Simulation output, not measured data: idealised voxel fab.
You're looking at the process module voxel capacitor over wiring.
Cross-section cut spans 255 nm and uses square cells 5 nm in size.
If you're reading a cross-section in this doc, picture square cells in a grid; it comes to you as bands, top ones listed first down to the bottom, and a band can be one or more rows of cells. It is stipulated that each band's entry specify, in nanometres, the height of the top of the band and then that of its bottom, followed by the materials of the band in left-to-right sequence, each together with its width in nanometres. A single material marked by the word "edge to edge" is understood to fill the band from edge to edge; the word "blank" is understood to denote empty space. Measure heights from 0. That's the level where, below it, the as-received wafer is all one material. The lowest band is bottomless and extends downward; write it as in "from 0 down". With a width like "30..40", each row of cells in the band differs from the next by the same amount, the top row carrying the first number and the bottom row the second. It should be understood that the words "no modification", when stated for a given step, signify that the cross-section underwent no change in any of its cells during that step. Entry "Closed cavities". Content: empty spaces with no open connection to the top, size 8 cells or greater. Each: width x height at distance. Distance: from left edge. Unit: nm. That trailing text on a step's line, after the settings, is the simulator's own remark on the step. A step line may carry the setting "overlay nm", which, for steps involving a mask, states the distance by which the mask lay to the right of its intended position; negative values denote displacement to the left.
Planned step list for the process
step 1: RECEIVE (material Si)
step 2: CONFORMAL_DEP (material SiO2; thk nm 10)
step 3: CONFORMAL_DEP (material SiN; thk nm 5)
step 4: DIRECTIONAL_DEP (material SiO2; thk nm 20)
step 5: PATTERN (tone open; mask id METAL_1; material resist; width nm 30; pitch nm 80; thk nm 15; overlay nm 0)
step 6: DIRECTIONAL_ETCH (etch materials SiO2; depth nm 20)
step 7: DIRECTIONAL_ETCH (etch materials SiN; depth nm 5)
step 8: STRIP (etch materials resist)
step 9: CONFORMAL_DEP (material TiN; thk nm 5)
step 10: FILL_DEP (material Ru; thk nm 5)
step 11: CMP (height nm 35)
step 12: EPI (material Ru; thk nm 5)
step 13: FILL_DEP (material SiCN; thk nm 5)
step 14: DIRECTIONAL_DEP (material lowk; thk nm 10)
step 15: PATTERN (tone open; mask id PLUG_1; material resist; width nm 15; thk nm 15; overlay nm 0)
step 16: DIRECTIONAL_ETCH (etch materials lowk; depth nm 10)
step 17: DIRECTIONAL_ETCH (etch materials SiCN; depth nm 5)
step 18: STRIP (etch materials resist)
step 19: EPI (material Ru; thk nm 10)
step 20: EPI (material Ru; thk nm 5)
step 21: DIRECTIONAL_DEP (material TiN; thk nm 5)
step 22: DIRECTIONAL_DEP (material SiN; thk nm 5)
step 23: DIRECTIONAL_DEP (material TiN; thk nm 10)
step 24: DIRECTIONAL_DEP (material aC; thk nm 10)
step 25: PATTERN (tone cover; mask id UPPER_PLATE; material resist; width nm 55; thk nm 25; overlay nm 0)
step 26: DIRECTIONAL_ETCH (etch materials aC; depth nm 10)
step 27: STRIP (etch materials resist)
step 28: DIRECTIONAL_ETCH (etch materials TiN; depth nm 10)
step 29: DIRECTIONAL_ETCH (etch materials SiN; depth nm 5)
step 30: STRIP (etch materials aC)
step 31: PATTERN (tone cover; mask id LOWER_PLATE; material resist; width nm 65; thk nm 20; overlay nm 0)
step 32: DIRECTIONAL_ETCH (etch materials TiN; depth nm 5)
step 33: STRIP (etch materials resist)
step 34: FILL_DEP (material SiO2; thk nm 15)
step 35: CMP (height nm 85)
step 36: DIRECTIONAL_DEP (material aC; thk nm 10)
step 37: PATTERN (tone open; mask id PLUG_2; material resist; width nm 15; thk nm 30; overlay nm 0)
step 38: DIRECTIONAL_ETCH (etch materials aC; depth nm 10)
step 39: STRIP (etch materials resist)
step 40: DIRECTIONAL_ETCH (etch materials SiO2; depth nm 10)
step 41: STRIP (etch materials aC)
step 42: CONFORMAL_DEP (material TiN; thk nm 5)
step 43: FILL_DEP (material Ru; thk nm 5)
step 44: CMP (height nm 85)
step 45: CONFORMAL_DEP (material SiN; thk nm 5)
This is the cross-section of the wafer as we received it, i.e. after step 1
> from 0 down  Si edge to edge
> Closed cavities: none
End-of-module cross-section of the first of two wafers, processed as planned
> from 90 to 85  SiN edge to edge
> from 85 to 80  SiO2: 95, TiN: 5, Ru: 5, TiN: 5, SiO2: 145
> from 80 to 75  SiO2: 95, TiN: 15, SiO2: 145
> from 75 to 65  SiO2: 85, TiN: 55, SiO2: 115
> from 65 to 60  SiO2: 85, SiN: 55, SiO2: 115
> from 60 to 55  SiO2: 80, TiN: 65, SiO2: 110
> from 55 to 45  lowk: 85, Ru: 15, lowk: 155
> from 45 to 40  SiCN: 85, Ru: 15, SiCN: 155
> from 40 to 35  SiCN: 65, Ru: 40, SiCN: 40, Ru: 40, SiCN: 70
> from 35 to 15  SiO2: 70, TiN: 5, Ru: 20, TiN: 5, SiO2: 50, TiN: 5, Ru: 20, TiN: 5, SiO2: 75
> from 15 to 10  SiN: 70, TiN: 30, SiN: 50, TiN: 30, SiN: 75
> from 10 to 0  SiO2 edge to edge
> from 0 down  Si edge to edge
> Closed cavities: none
Wafer two (of two), end-of-module cross-section: start = wafer one, plan = wafer one, one run mistake
> from 90 to 85  SiN edge to edge
> from 85 to 75  SiO2: 85, TiN: 25, SiO2: 145
> from 75 to 70  SiO2: 85, SiN: 25, TiN: 30, SiO2: 115
> from 70 to 65  SiO2: 80, TiN: 60, SiO2: 115
> from 65 to 60  SiO2: 75, Ru: 35, SiN: 30, SiO2: 115
> from 60 to 55  SiO2: 75, Ru: 35, TiN: 35, SiO2: 110
> from 55 to 45  lowk: 85, Ru: 15, lowk: 155
> from 45 to 40  SiCN: 85, Ru: 15, SiCN: 155
> from 40 to 35  SiCN: 65, Ru: 40, SiCN: 40, Ru: 40, SiCN: 70
> from 35 to 15  SiO2: 70, TiN: 5, Ru: 20, TiN: 5, SiO2: 50, TiN: 5, Ru: 20, TiN: 5, SiO2: 75
> from 15 to 10  SiN: 70, TiN: 30, SiN: 50, TiN: 30, SiN: 75
> from 10 to 0  SiO2 edge to edge
> from 0 down  Si edge to edge
> Closed cavities: none
Where did the run depart from the plan? step 19 of the plan was performed twice
Once processing is complete, comparing cell counts shows that the second wafer has more or fewer of certain materials than the first: Ru +13, SiO2 -8, TiN -5
